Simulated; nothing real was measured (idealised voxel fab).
Name of the process module below: voxel wiring stack
Shown is cross-section cut, with a width of 205 nm and square cells of size 5 nm.
A cross-section in this document is a grid of square cells, and it is written down as bands, the top band listed before the ones below it; a band is made up of one or more rows of cells. For a band, the entry starts with two heights in nm, that of the top and then that of the bottom, and carries on with the band's materials in order from left to right, each alongside its width in nm; the word "everywhere" beside a single material means it fills the band edge to edge, and "empty" means empty space. Heights are reckoned from 0. Under this level, the received wafer is all of one material. The bottommost band is open-ended downward, for example "from 0 down". Width "30->40": first value at the band's top row of cells, second value at its bottom row, equal change from row to row. Reading "identical to before" for a step: not a cell of the cross-section changed in it. Listed in "Entrapped voids": every empty space of 8 or more cells without an open way to the top. Form: width x height at distance, the distance being from the left edge, all in nm. That trailing text on a step's line, after the settings, is the simulator's own remark on the step. Regarding "overlay nm": on a step with a mask, it is the distance the mask lay to the right of its planned place; a negative value places it to the left. Layout of what follows: cross-section pairs, each bracketing one process step, the after cross-section shown only to the lowest band that changed, the step between and its settings noted under each pair. Pairs may originate in different runs of this module on the same starting wafer; a pair continues from the pair above only where its entry headed "Before the process" says so.
Before the process:
> from 0 down = Si everywhere
> Entrapped voids: none
After the Step:
> from 10 to 0 = SiO2 everywhere
> Heights below 0 show no change.
> Entrapped voids: none
In between the cross-sections above, the run called for CONFORMAL_DEP: material SiO2, thk nm 10
Before the process: Reference is made to the cross-section shown after the step in the pair directly above, which represents the state prior to this step.
After the Step:
> from 15 to 10 = TiN everywhere
> Heights below 10 show no change.
> Entrapped voids: none
In between the cross-sections above, the run called for DIRECTIONAL_DEP: material TiN, thk nm 5
Before the process: Reference is made to the cross-section shown after the step in the pair directly above, which represents the state prior to this step.
After the Step:
> from 40 to 15 = Ru everywhere
> Heights below 15 show no change.
> Entrapped voids: none
In between the cross-sections above, the run called for DIRECTIONAL_DEP: material Ru, thk nm 25
Before the process: Reference is made to the cross-section shown after the step in the pair directly above, which represents the state prior to this step.
After the Step:
> from 60 to 40 = 35 empty | 30 resist | 20 empty | 30 resist | 20 empty | 30 resist | 40 empty
> Heights below 40 show no change.
> Entrapped voids: none
In between the cross-sections above, the run called for PATTERN: tone cover, mask id METAL_1, material resist, width nm 30, pitch nm 50, thk nm 20, overlay nm 0
Before the process: Reference is made to the cross-section shown after the step in the pair directly above, which represents the state prior to this step.
After the Step:
> from 60 to 40 = 35 empty | 30 resist | 20 empty | 30 resist | 20 empty | 30 resist | 40 empty
> from 40 to 15 = 35 empty | 30 Ru | 20 empty | 30 Ru | 20 empty | 30 Ru | 40 empty
> Heights below 15 show no change.
> Entrapped voids: none
In between the cross-sections above, the run called for DIRECTIONAL_ETCH: etch materials Ru, depth nm 25
Before the process: Reference is made to the cross-section shown after the step in the pair directly above, which represents the state prior to this step.
After the Step:
> from 60 to 40 = 35 empty | 30 resist | 20 empty | 30 resist | 20 empty | 30 resist | 40 empty
> from 40 to 15 = 35 empty | 30 Ru | 20 empty | 30 Ru | 20 empty | 30 Ru | 40 empty
> from 15 to 10 = 35 empty | 30 TiN | 20 empty | 30 TiN | 20 empty | 30 TiN | 40 empty
> Heights below 10 show no change.
> Entrapped voids: none
In between the cross-sections above, the run called for DIRECTIONAL_ETCH: etch materials TiN, depth nm 5
Before the process: Reference is made to the cross-section shown after the step in the pair directly above, which represents the state prior to this step.
After the Step:
> from 40 to 15 = 35 empty | 30 Ru | 20 empty | 30 Ru | 20 empty | 30 Ru | 40 empty
> Heights below 15 show no change.
> Entrapped voids: none
In between the cross-sections above, the run called for STRIP: etch materials resist
Before the process: Reference is made to the cross-section shown after the step in the pair directly above, which represents the state prior to this step.
After the Step:
> from 50 to 40 = SiO2 everywhere
> from 40 to 15 = 35 SiO2 | 30 Ru | 20 SiO2 | 30 Ru | 20 SiO2 | 30 Ru | 40 SiO2
> from 15 to 10 = 35 SiO2 | 30 TiN | 20 SiO2 | 30 TiN | 20 SiO2 | 30 TiN | 40 SiO2
> Heights below 10 show no change.
> Entrapped voids: none
In between the cross-sections above, the run called for FILL_DEP: material SiO2, thk nm 10
Before the process: Reference is made to the cross-section shown after the step in the pair directly above, which represents the state prior to this step.
After the Step:
> from 40 to 15 = 35 SiO2 | 30 Ru | 20 SiO2 | 30 Ru | 20 SiO2 | 30 Ru | 40 SiO2
> Heights below 15 show no change.
> Entrapped voids: none
In between the cross-sections above, the run called for CMP: height nm 40
Before the process: Reference is made to the cross-section shown after the step in the pair directly above, which represents the state prior to this step.
After the Step:
> from 45 to 40 = SiCN everywhere
> Heights below 40 show no change.
> Entrapped voids: none
In between the cross-sections above, the run called for CONFORMAL_DEP: material SiCN, thk nm 5
Before the process: Reference is made to the cross-section shown after the step in the pair directly above, which represents the state prior to this step.
After the Step:
> from 60 to 45 = SiO2 everywhere
> Heights below 45 show no change.
> Entrapped voids: none
In between the cross-sections above, the run called for DIRECTIONAL_DEP: material SiO2, thk nm 15
Before the process: Reference is made to the cross-section shown after the step in the pair directly above, which represents the state prior to this step.
After the Step:
> from 60 to 45 = 35 SiO2 | 15 empty | 35 SiO2 | 15 empty | 35 SiO2 | 15 empty | 55 SiO2
> Heights below 45 show no change.
> Entrapped voids: none
In between the cross-sections above, the run called for MASKED_ETCH: tone open, mask id PLUG_1, width nm 15, pitch nm 50, etch materials SiO2, depth nm 15, overlay nm 0
Before the process: Reference is made to the cross-section shown after the step in the pair directly above, which represents the state prior to this step.
After the Step:
> from 60 to 45 = 35 SiO2 | 15 empty | 35 SiO2 | 15 empty | 35 SiO2 | 15 empty | 55 SiO2
> from 45 to 40 = 35 SiCN | 15 empty | 35 SiCN | 15 empty | 35 SiCN | 15 empty | 55 SiCN
> Heights below 40 show no change.
> Entrapped voids: none
In between the cross-sections above, the run called for MASKED_ETCH: tone open, mask id PLUG_1, width nm 15, pitch nm 50, etch materials SiCN, depth nm 5, overlay nm 0
Before the process: Reference is made to the cross-section shown after the step in the pair directly above, which represents the state prior to this step.
After the Step:
> from 65 to 60 = 40 TiN | 5 empty | 45 TiN | 5 empty | 45 TiN | 5 empty | 60 TiN
> from 60 to 45 = 35 SiO2 | 5 TiN | 5 empty | 5 TiN | 35 SiO2 | 5 TiN | 5 empty | 5 TiN | 35 SiO2 | 5 TiN | 5 empty | 5 TiN | 55 SiO2
> from 45 to 40 = 35 SiCN | 15 TiN | 35 SiCN | 15 TiN | 35 SiCN | 15 TiN | 55 SiCN
> Heights below 40 show no change.
> Entrapped voids: none
In between the cross-sections above, the run called for CONFORMAL_DEP: material TiN, thk nm 5
Before the process: Reference is made to the cross-section shown after the step in the pair directly above, which represents the state prior to this step.
After the Step:
> from 70 to 65 = Cu everywhere
> from 65 to 60 = 40 TiN | 5 Cu | 45 TiN | 5 Cu | 45 TiN | 5 Cu | 60 TiN
> from 60 to 45 = 35 SiO2 | 5 TiN | 5 Cu | 5 TiN | 35 SiO2 | 5 TiN | 5 Cu | 5 TiN | 35 SiO2 | 5 TiN | 5 Cu | 5 TiN | 55 SiO2
> Heights below 45 show no change.
> Entrapped voids: none
In between the cross-sections above, the run called for FILL_DEP: material Cu, thk nm 5
Before the process: Reference is made to the cross-section shown after the step in the pair directly above, which represents the state prior to this step.
After the Step:
> from 60 to 45 = 35 SiO2 | 5 TiN | 5 Cu | 5 TiN | 35 SiO2 | 5 TiN | 5 Cu | 5 TiN | 35 SiO2 | 5 TiN | 5 Cu | 5 TiN | 55 SiO2
> Heights below 45 show no change.
> Entrapped voids: none
In between the cross-sections above, the run called for CMP: height nm 60
Before the process: Reference is made to the cross-section shown after the step in the pair directly above, which represents the state prior to this step.
After the Step:
> from 65 to 60 = SiN everywhere
> Heights below 60 show no change.
> Entrapped voids: none
In between the cross-sections above, the run called for CONFORMAL_DEP: material SiN, thk nm 5
Before the process: Reference is made to the cross-section shown after the step in the pair directly above, which represents the state prior to this step.
After the Step:
> from 90 to 65 = SiO2 everywhere
> Heights below 65 show no change.
> Entrapped voids: none
In between the cross-sections above, the run called for DIRECTIONAL_DEP: material SiO2, thk nm 25
Before the process: Reference is made to the cross-section shown after the step in the pair directly above, which represents the state prior to this step.
After the Step:
> from 100 to 90 = aC everywhere
> Heights below 90 show no change.
> Entrapped voids: none
In between the cross-sections above, the run called for DIRECTIONAL_DEP: material aC, thk nm 10
Before the process: Reference is made to the cross-section shown after the step in the pair directly above, which represents the state prior to this step.
After the Step:
> from 125 to 100 = 35 resist | 30 empty | 20 resist | 30 empty | 20 resist | 30 empty | 40 resist
> Heights below 100 show no change.
> Entrapped voids: none
In between the cross-sections above, the run called for PATTERN: tone open, mask id METAL_2, material resist, width nm 30, pitch nm 50, thk nm 25, overlay nm 0
Before the process: Reference is made to the cross-section shown after the step in the pair directly above, which represents the state prior to this step.
After the Step:
> from 115 to 100 = 35 resist | 30 empty | 20 resist | 30 empty | 20 resist | 30 empty | 40 resist
> from 100 to 90 = 35 aC | 30 empty | 20 aC | 30 empty | 20 aC | 30 empty | 40 aC
> Heights below 90 show no change.
> Entrapped voids: none
In between the cross-sections above, the run called for DIRECTIONAL_ETCH: etch materials aC, depth nm 10
Before the process: Reference is made to the cross-section shown after the step in the pair directly above, which represents the state prior to this step.
After the Step:
> from 100 to 90 = 35 aC | 30 empty | 20 aC | 30 empty | 20 aC | 30 empty | 40 aC
> Heights below 90 show no change.
> Entrapped voids: none
In between the cross-sections above, the run called for STRIP: etch materials resist
Before the process: Reference is made to the cross-section shown after the step in the pair directly above, which represents the state prior to this step.
After the Step:
> from 100 to 90 = 35 aC | 30 empty | 20 aC | 30 empty | 20 aC | 30 empty | 40 aC
> from 90 to 65 = 35 SiO2 | 30 empty | 20 SiO2 | 30 empty | 20 SiO2 | 30 empty | 40 SiO2
> Heights below 65 show no change.
> Entrapped voids: none
In between the cross-sections above, the run called for DIRECTIONAL_ETCH: etch materials SiO2, depth nm 25
Before the process: Reference is made to the cross-section shown after the step in the pair directly above, which represents the state prior to this step.
After the Step:
> from 100 to 90 = 35 aC | 30 empty | 20 aC | 30 empty | 20 aC | 30 empty | 40 aC
> from 90 to 65 = 35 SiO2 | 30 empty | 20 SiO2 | 30 empty | 20 SiO2 | 30 empty | 40 SiO2
> from 65 to 60 = 35 SiN | 30 empty | 20 SiN | 30 empty | 20 SiN | 30 empty | 40 SiN
> Heights below 60 show no change.
> Entrapped voids: none
In between the cross-sections above, the run called for DIRECTIONAL_ETCH: etch materials SiN, depth nm 5
Before the process: Reference is made to the cross-section shown after the step in the pair directly above, which represents the state prior to this step.
After the Step:
> from 90 to 65 = 35 SiO2 | 30 empty | 20 SiO2 | 30 empty | 20 SiO2 | 30 empty | 40 SiO2
> Heights below 65 show no change.
> Entrapped voids: none
In between the cross-sections above, the run called for STRIP: etch materials aC
Before the process: Reference is made to the cross-section shown after the step in the pair directly above, which represents the state prior to this step.
After the Step:
> from 95 to 90 = 40 TiN | 20 empty | 30 TiN | 20 empty | 30 TiN | 20 empty | 45 TiN
> from 90 to 65 = 35 SiO2 | 5 TiN | 20 empty | 5 TiN | 20 SiO2 | 5 TiN | 20 empty | 5 TiN | 20 SiO2 | 5 TiN | 20 empty | 5 TiN | 40 SiO2
> from 65 to 60 = 35 SiN | 30 TiN | 20 SiN | 30 TiN | 20 SiN | 30 TiN | 40 SiN
> Heights below 60 show no change.
> Entrapped voids: none
In between the cross-sections above, the run called for CONFORMAL_DEP: material TiN, thk nm 5
Before the process: Reference is made to the cross-section shown after the step in the pair directly above, which represents the state prior to this step.
After the Step:
> from 100 to 95 = Cu everywhere
> from 95 to 90 = 40 TiN | 20 Cu | 30 TiN | 20 Cu | 30 TiN | 20 Cu | 45 TiN
> from 90 to 65 = 35 SiO2 | 5 TiN | 20 Cu | 5 TiN | 20 SiO2 | 5 TiN | 20 Cu | 5 TiN | 20 SiO2 | 5 TiN | 20 Cu | 5 TiN | 40 SiO2
> Heights below 65 show no change.
> Entrapped voids: none
In between the cross-sections above, the run called for FILL_DEP: material Cu, thk nm 5
Before the process: Reference is made to the cross-section shown after the step in the pair directly above, which represents the state prior to this step.
After the Step:
> from 90 to 65 = 35 SiO2 | 5 TiN | 20 Cu | 5 TiN | 20 SiO2 | 5 TiN | 20 Cu | 5 TiN | 20 SiO2 | 5 TiN | 20 Cu | 5 TiN | 40 SiO2
> Heights below 65 show no change.
> Entrapped voids: none
In between the cross-sections above, the run called for CMP: height nm 90
Before the process: Reference is made to the cross-section shown after the step in the pair directly above, which represents the state prior to this step.
After the Step:
> from 95 to 90 = SiCN everywhere
> Heights below 90 show no change.
> Entrapped voids: none
In between the cross-sections above, the run called for CONFORMAL_DEP: material SiCN, thk nm 5
Before the process:
> from 10 to 0 = SiO2 everywhere
> from 0 down = Si everywhere
> Entrapped voids: none
After the Step:
> from 35 to 10 = Ru everywhere
> Heights below 10 show no change.
> Entrapped voids: none
In between the cross-sections above, the run called for DIRECTIONAL_DEP: material Ru, thk nm 25
Before the process: Reference is made to the cross-section shown after the step in the pair directly above, which represents the state prior to this step.
After the Step:
> from 55 to 35 = 35 empty | 30 resist | 20 empty | 30 resist | 20 empty | 30 resist | 40 empty
> Heights below 35 show no change.
> Entrapped voids: none
In between the cross-sections above, the run called for PATTERN: tone cover, mask id METAL_1, material resist, width nm 30, pitch nm 50, thk nm 20, overlay nm 0
Before the process: Reference is made to the cross-section shown after the step in the pair directly above, which represents the state prior to this step.
After the Step:
> from 55 to 35 = 35 empty | 30 resist | 20 empty | 30 resist | 20 empty | 30 resist | 40 empty
> from 35 to 10 = 35 empty | 30 Ru | 20 empty | 30 Ru | 20 empty | 30 Ru | 40 empty
> Heights below 10 show no change.
> Entrapped voids: none
In between the cross-sections above, the run called for DIRECTIONAL_ETCH: etch materials Ru, depth nm 25
Before the process: Reference is made to the cross-section shown after the step in the pair directly above, which represents the state prior to this step.
After the Step:
> from 35 to 10 = 35 empty | 30 Ru | 20 empty | 30 Ru | 20 empty | 30 Ru | 40 empty
> Heights below 10 show no change.
> Entrapped voids: none
In between the cross-sections above, the run called for STRIP: etch materials resist
Before the process: Reference is made to the cross-section shown after the step in the pair directly above, which represents the state prior to this step.
After the Step:
> from 45 to 35 = SiO2 everywhere
> from 35 to 10 = 35 SiO2 | 30 Ru | 20 SiO2 | 30 Ru | 20 SiO2 | 30 Ru | 40 SiO2
> Heights below 10 show no change.
> Entrapped voids: none
In between the cross-sections above, the run called for FILL_DEP: material SiO2, thk nm 10
Before the process: Reference is made to the cross-section shown after the step in the pair directly above, which represents the state prior to this step.
After the Step:
> from 40 to 35 = SiO2 everywhere
> Heights below 35 show no change.
> Entrapped voids: none
In between the cross-sections above, the run called for CMP: height nm 40
Before the process: Reference is made to the cross-section shown after the step in the pair directly above, which represents the state prior to this step.
After the Step:
> from 45 to 40 = SiCN everywhere
> Heights below 40 show no change.
> Entrapped voids: none
In between the cross-sections above, the run called for CONFORMAL_DEP: material SiCN, thk nm 5
Before the process: Reference is made to the cross-section shown after the step in the pair directly above, which represents the state prior to this step.
After the Step:
> from 60 to 45 = SiO2 everywhere
> Heights below 45 show no change.
> Entrapped voids: none
In between the cross-sections above, the run called for DIRECTIONAL_DEP: material SiO2, thk nm 15
Before the process: Reference is made to the cross-section shown after the step in the pair directly above, which represents the state prior to this step.
After the Step:
> from 60 to 45 = 35 SiO2 | 15 empty | 35 SiO2 | 15 empty | 35 SiO2 | 15 empty | 55 SiO2
> Heights below 45 show no change.
> Entrapped voids: none
In between the cross-sections above, the run called for MASKED_ETCH: tone open, mask id PLUG_1, width nm 15, pitch nm 50, etch materials SiO2, depth nm 15, overlay nm 0
Before the process: Reference is made to the cross-section shown after the step in the pair directly above, which represents the state prior to this step.
After the Step:
> from 60 to 45 = 35 SiO2 | 15 empty | 35 SiO2 | 15 empty | 35 SiO2 | 15 empty | 55 SiO2
> from 45 to 40 = 35 SiCN | 15 empty | 35 SiCN | 15 empty | 35 SiCN | 15 empty | 55 SiCN
> Heights below 40 show no change.
> Entrapped voids: none
In between the cross-sections above, the run called for MASKED_ETCH: tone open, mask id PLUG_1, width nm 15, pitch nm 50, etch materials SiCN, depth nm 5, overlay nm 0
Before the process: Reference is made to the cross-section shown after the step in the pair directly above, which represents the state prior to this step.
After the Step:
> from 65 to 60 = 40 TiN | 5 empty | 45 TiN | 5 empty | 45 TiN | 5 empty | 60 TiN
> from 60 to 45 = 35 SiO2 | 5 TiN | 5 empty | 5 TiN | 35 SiO2 | 5 TiN | 5 empty | 5 TiN | 35 SiO2 | 5 TiN | 5 empty | 5 TiN | 55 SiO2
> from 45 to 40 = 35 SiCN | 15 TiN | 35 SiCN | 15 TiN | 35 SiCN | 15 TiN | 55 SiCN
> Heights below 40 show no change.
> Entrapped voids: none
In between the cross-sections above, the run called for CONFORMAL_DEP: material TiN, thk nm 5
Before the process: Reference is made to the cross-section shown after the step in the pair directly above, which represents the state prior to this step.
After the Step:
> from 70 to 65 = Cu everywhere
> from 65 to 60 = 40 TiN | 5 Cu | 45 TiN | 5 Cu | 45 TiN | 5 Cu | 60 TiN
> from 60 to 45 = 35 SiO2 | 5 TiN | 5 Cu | 5 TiN | 35 SiO2 | 5 TiN | 5 Cu | 5 TiN | 35 SiO2 | 5 TiN | 5 Cu | 5 TiN | 55 SiO2
> Heights below 45 show no change.
> Entrapped voids: none
In between the cross-sections above, the run called for FILL_DEP: material Cu, thk nm 5
Before the process: Reference is made to the cross-section shown after the step in the pair directly above, which represents the state prior to this step.
After the Step:
> from 60 to 45 = 35 SiO2 | 5 TiN | 5 Cu | 5 TiN | 35 SiO2 | 5 TiN | 5 Cu | 5 TiN | 35 SiO2 | 5 TiN | 5 Cu | 5 TiN | 55 SiO2
> Heights below 45 show no change.
> Entrapped voids: none
In between the cross-sections above, the run called for CMP: height nm 60
Before the process: Reference is made to the cross-section shown after the step in the pair directly above, which represents the state prior to this step.
After the Step:
> from 65 to 60 = SiN everywhere
> Heights below 60 show no change.
> Entrapped voids: none
In between the cross-sections above, the run called for CONFORMAL_DEP: material SiN, thk nm 5
Before the process: Reference is made to the cross-section shown after the step in the pair directly above, which represents the state prior to this step.
After the Step:
> from 90 to 65 = SiO2 everywhere
> Heights below 65 show no change.
> Entrapped voids: none
In between the cross-sections above, the run called for DIRECTIONAL_DEP: material SiO2, thk nm 25
Before the process: Reference is made to the cross-section shown after the step in the pair directly above, which represents the state prior to this step.
After the Step:
> from 100 to 90 = aC everywhere
> Heights below 90 show no change.
> Entrapped voids: none
In between the cross-sections above, the run called for DIRECTIONAL_DEP: material aC, thk nm 10
Before the process: Reference is made to the cross-section shown after the step in the pair directly above, which represents the state prior to this step.
After the Step:
> from 125 to 100 = 35 resist | 30 empty | 20 resist | 30 empty | 20 resist | 30 empty | 40 resist
> Heights below 100 show no change.
> Entrapped voids: none
In between the cross-sections above, the run called for PATTERN: tone open, mask id METAL_2, material resist, width nm 30, pitch nm 50, thk nm 25, overlay nm 0
Before the process: Reference is made to the cross-section shown after the step in the pair directly above, which represents the state prior to this step.
After the Step:
> from 115 to 100 = 35 resist | 30 empty | 20 resist | 30 empty | 20 resist | 30 empty | 40 resist
> from 100 to 90 = 35 aC | 30 empty | 20 aC | 30 empty | 20 aC | 30 empty | 40 aC
> Heights below 90 show no change.
> Entrapped voids: none
In between the cross-sections above, the run called for DIRECTIONAL_ETCH: etch materials aC, depth nm 10
Before the process: Reference is made to the cross-section shown after the step in the pair directly above, which represents the state prior to this step.
After the Step:
> from 100 to 90 = 35 aC | 30 empty | 20 aC | 30 empty | 20 aC | 30 empty | 40 aC
> Heights below 90 show no change.
> Entrapped voids: none
In between the cross-sections above, the run called for STRIP: etch materials resist
Before the process: Reference is made to the cross-section shown after the step in the pair directly above, which represents the state prior to this step.
After the Step:
> from 100 to 90 = 35 aC | 30 empty | 20 aC | 30 empty | 20 aC | 30 empty | 40 aC
> from 90 to 65 = 35 SiO2 | 30 empty | 20 SiO2 | 30 empty | 20 SiO2 | 30 empty | 40 SiO2
> Heights below 65 show no change.
> Entrapped voids: none
In between the cross-sections above, the run called for DIRECTIONAL_ETCH: etch materials SiO2, depth nm 25
Before the process: Reference is made to the cross-section shown after the step in the pair directly above, which represents the state prior to this step.
After the Step:
> from 100 to 90 = 35 aC | 30 empty | 20 aC | 30 empty | 20 aC | 30 empty | 40 aC
> from 90 to 65 = 35 SiO2 | 30 empty | 20 SiO2 | 30 empty | 20 SiO2 | 30 empty | 40 SiO2
> from 65 to 60 = 35 SiN | 30 empty | 20 SiN | 30 empty | 20 SiN | 30 empty | 40 SiN
> Heights below 60 show no change.
> Entrapped voids: none
In between the cross-sections above, the run called for DIRECTIONAL_ETCH: etch materials SiN, depth nm 5
Before the process: Reference is made to the cross-section shown after the step in the pair directly above, which represents the state prior to this step.
After the Step:
> from 90 to 65 = 35 SiO2 | 30 empty | 20 SiO2 | 30 empty | 20 SiO2 | 30 empty | 40 SiO2
> Heights below 65 show no change.
> Entrapped voids: none
In between the cross-sections above, the run called for STRIP: etch materials aC
Before the process: Reference is made to the cross-section shown after the step in the pair directly above, which represents the state prior to this step.
After the Step:
> from 95 to 90 = 40 TiN | 20 empty | 30 TiN | 20 empty | 30 TiN | 20 empty | 45 TiN
> from 90 to 65 = 35 SiO2 | 5 TiN | 20 empty | 5 TiN | 20 SiO2 | 5 TiN | 20 empty | 5 TiN | 20 SiO2 | 5 TiN | 20 empty | 5 TiN | 40 SiO2
> from 65 to 60 = 35 SiN | 30 TiN | 20 SiN | 30 TiN | 20 SiN | 30 TiN | 40 SiN
> Heights below 60 show no change.
> Entrapped voids: none
In between the cross-sections above, the run called for CONFORMAL_DEP: material TiN, thk nm 5
Before the process: Reference is made to the cross-section shown after the step in the pair directly above, which represents the state prior to this step.
After the Step:
> from 100 to 95 = Cu everywhere
> from 95 to 90 = 40 TiN | 20 Cu | 30 TiN | 20 Cu | 30 TiN | 20 Cu | 45 TiN
> from 90 to 65 = 35 SiO2 | 5 TiN | 20 Cu | 5 TiN | 20 SiO2 | 5 TiN | 20 Cu | 5 TiN | 20 SiO2 | 5 TiN | 20 Cu | 5 TiN | 40 SiO2
> Heights below 65 show no change.
> Entrapped voids: none
In between the cross-sections above, the run called for FILL_DEP: material Cu, thk nm 5
Before the process: Reference is made to the cross-section shown after the step in the pair directly above, which represents the state prior to this step.
After the Step:
> from 90 to 65 = 35 SiO2 | 5 TiN | 20 Cu | 5 TiN | 20 SiO2 | 5 TiN | 20 Cu | 5 TiN | 20 SiO2 | 5 TiN | 20 Cu | 5 TiN | 40 SiO2
> Heights below 65 show no change.
> Entrapped voids: none
In between the cross-sections above, the run called for CMP: height nm 90
Before the process: Reference is made to the cross-section shown after the step in the pair directly above, which represents the state prior to this step.
After the Step:
> from 95 to 90 = SiCN everywhere
> Heights below 90 show no change.
> Entrapped voids: none
In between the cross-sections above, the run called for CONFORMAL_DEP: material SiCN, thk nm 5
Before the process:
> from 115 to 100 = 35 resist | 30 empty | 20 resist | 30 empty | 20 resist | 30 empty | 40 resist
> from 100 to 90 = 35 aC | 30 empty | 20 aC | 30 empty | 20 aC | 30 empty | 40 aC
> from 90 to 65 = SiO2 everywhere
> from 65 to 60 = SiN everywhere
> from 60 to 45 = 35 SiO2 | 5 TiN | 5 Cu | 5 TiN | 35 SiO2 | 5 TiN | 5 Cu | 5 TiN | 35 SiO2 | 5 TiN | 5 Cu | 5 TiN | 55 SiO2
> from 45 to 40 = 35 SiCN | 15 TiN | 35 SiCN | 15 TiN | 35 SiCN | 15 TiN | 55 SiCN
> from 40 to 15 = 35 SiO2 | 30 Ru | 20 SiO2 | 30 Ru | 20 SiO2 | 30 Ru | 40 SiO2
> from 15 to 10 = 35 SiO2 | 30 TiN | 20 SiO2 | 30 TiN | 20 SiO2 | 30 TiN | 40 SiO2
> from 10 to 0 = SiO2 everywhere
> from 0 down = Si everywhere
> Entrapped voids: none
After the Step:
> from 105 to 100 = 35 resist | 30 empty | 20 resist | 30 empty | 20 resist | 30 empty | 40 resist
> Heights below 100 show no change.
> Entrapped voids: none
In between the cross-sections above, the run called for DIRECTIONAL_ETCH: etch materials aC, depth nm 10
Before the process: Reference is made to the cross-section shown after the step in the pair directly above, which represents the state prior to this step.
After the Step:
> from 100 to 90 = 35 aC | 30 empty | 20 aC | 30 empty | 20 aC | 30 empty | 40 aC
> Heights below 90 show no change.
> Entrapped voids: none
In between the cross-sections above, the run called for STRIP: etch materials resist
Before the process:
> from 40 to 15 = 35 SiO2 | 30 Ru | 20 SiO2 | 30 Ru | 20 SiO2 | 30 Ru | 40 SiO2
> from 15 to 10 = 35 SiO2 | 30 TiN | 20 SiO2 | 30 TiN | 20 SiO2 | 30 TiN | 40 SiO2
> from 10 to 0 = SiO2 everywhere
> from 0 down = Si everywhere
> Entrapped voids: none
After the Step:
> from 55 to 40 = SiO2 everywhere
> Heights below 40 show no change.
> Entrapped voids: none
In between the cross-sections above, the run called for DIRECTIONAL_DEP: material SiO2, thk nm 15
Before the process: Reference is made to the cross-section shown after the step in the pair directly above, which represents the state prior to this step.
After the Step:
> from 60 to 55 = SiCN everywhere
> Heights below 55 show no change.
> Entrapped voids: none
In between the cross-sections above, the run called for CONFORMAL_DEP: material SiCN, thk nm 5
Before the process: Reference is made to the cross-section shown after the step in the pair directly above, which represents the state prior to this step.
After the Step:
> from 60 to 55 = 35 SiCN | 15 empty | 35 SiCN | 15 empty | 35 SiCN | 15 empty | 55 SiCN
> Heights below 55 show no change.
> Entrapped voids: none
In between the cross-sections above, the run called for MASKED_ETCH: tone open, mask id PLUG_1, width nm 15, pitch nm 50, etch materials SiCN, depth nm 5, overlay nm 0
Before the process: Reference is made to the cross-section shown after the step in the pair directly above, which represents the state prior to this step.
After the Step:
> from 65 to 60 = 40 TiN | 5 empty | 45 TiN | 5 empty | 45 TiN | 5 empty | 60 TiN
> from 60 to 55 = 35 SiCN | 15 TiN | 35 SiCN | 15 TiN | 35 SiCN | 15 TiN | 55 SiCN
> Heights below 55 show no change.
> Entrapped voids: none
In between the cross-sections above, the run called for CONFORMAL_DEP: material TiN, thk nm 5
Before the process: Reference is made to the cross-section shown after the step in the pair directly above, which represents the state prior to this step.
After the Step:
> from 70 to 65 = Cu everywhere
> from 65 to 60 = 40 TiN | 5 Cu | 45 TiN | 5 Cu | 45 TiN | 5 Cu | 60 TiN
> Heights below 60 show no change.
> Entrapped voids: none
In between the cross-sections above, the run called for FILL_DEP: material Cu, thk nm 5
Before the process: Reference is made to the cross-section shown after the step in the pair directly above, which represents the state prior to this step.
After the Step:
> from 60 to 55 = 35 SiCN | 15 TiN | 35 SiCN | 15 TiN | 35 SiCN | 15 TiN | 55 SiCN
> Heights below 55 show no change.
> Entrapped voids: none
In between the cross-sections above, the run called for CMP: height nm 60
Before the process: Reference is made to the cross-section shown after the step in the pair directly above, which represents the state prior to this step.
After the Step:
> from 65 to 60 = SiN everywhere
> Heights below 60 show no change.
> Entrapped voids: none
In between the cross-sections above, the run called for CONFORMAL_DEP: material SiN, thk nm 5
Before the process: Reference is made to the cross-section shown after the step in the pair directly above, which represents the state prior to this step.
After the Step:
> from 90 to 65 = SiO2 everywhere
> Heights below 65 show no change.
> Entrapped voids: none
In between the cross-sections above, the run called for DIRECTIONAL_DEP: material SiO2, thk nm 25
Before the process: Reference is made to the cross-section shown after the step in the pair directly above, which represents the state prior to this step.
After the Step:
> from 100 to 90 = aC everywhere
> Heights below 90 show no change.
> Entrapped voids: none
In between the cross-sections above, the run called for DIRECTIONAL_DEP: material aC, thk nm 10
Before the process: Reference is made to the cross-section shown after the step in the pair directly above, which represents the state prior to this step.
After the Step:
> from 125 to 100 = 35 resist | 30 empty | 20 resist | 30 empty | 20 resist | 30 empty | 40 resist
> Heights below 100 show no change.
> Entrapped voids: none
In between the cross-sections above, the run called for PATTERN: tone open, mask id METAL_2, material resist, width nm 30, pitch nm 50, thk nm 25, overlay nm 0
Before the process: Reference is made to the cross-section shown after the step in the pair directly above, which represents the state prior to this step.
After the Step:
> from 115 to 100 = 35 resist | 30 empty | 20 resist | 30 empty | 20 resist | 30 empty | 40 resist
> from 100 to 90 = 35 aC | 30 empty | 20 aC | 30 empty | 20 aC | 30 empty | 40 aC
> Heights below 90 show no change.
> Entrapped voids: none
In between the cross-sections above, the run called for DIRECTIONAL_ETCH: etch materials aC, depth nm 10
Before the process: Reference is made to the cross-section shown after the step in the pair directly above, which represents the state prior to this step.
After the Step:
> from 100 to 90 = 35 aC | 30 empty | 20 aC | 30 empty | 20 aC | 30 empty | 40 aC
> Heights below 90 show no change.
> Entrapped voids: none
In between the cross-sections above, the run called for STRIP: etch materials resist
Before the process: Reference is made to the cross-section shown after the step in the pair directly above, which represents the state prior to this step.
After the Step:
> from 100 to 90 = 35 aC | 30 empty | 20 aC | 30 empty | 20 aC | 30 empty | 40 aC
> from 90 to 65 = 35 SiO2 | 30 empty | 20 SiO2 | 30 empty | 20 SiO2 | 30 empty | 40 SiO2
> Heights below 65 show no change.
> Entrapped voids: none
In between the cross-sections above, the run called for DIRECTIONAL_ETCH: etch materials SiO2, depth nm 25
Before the process: Reference is made to the cross-section shown after the step in the pair directly above, which represents the state prior to this step.
After the Step:
> from 100 to 90 = 35 aC | 30 empty | 20 aC | 30 empty | 20 aC | 30 empty | 40 aC
> from 90 to 65 = 35 SiO2 | 30 empty | 20 SiO2 | 30 empty | 20 SiO2 | 30 empty | 40 SiO2
> from 65 to 60 = 35 SiN | 30 empty | 20 SiN | 30 empty | 20 SiN | 30 empty | 40 SiN
> Heights below 60 show no change.
> Entrapped voids: none
In between the cross-sections above, the run called for DIRECTIONAL_ETCH: etch materials SiN, depth nm 5
Before the process: Reference is made to the cross-section shown after the step in the pair directly above, which represents the state prior to this step.
After the Step:
> from 90 to 65 = 35 SiO2 | 30 empty | 20 SiO2 | 30 empty | 20 SiO2 | 30 empty | 40 SiO2
> Heights below 65 show no change.
> Entrapped voids: none
In between the cross-sections above, the run called for STRIP: etch materials aC
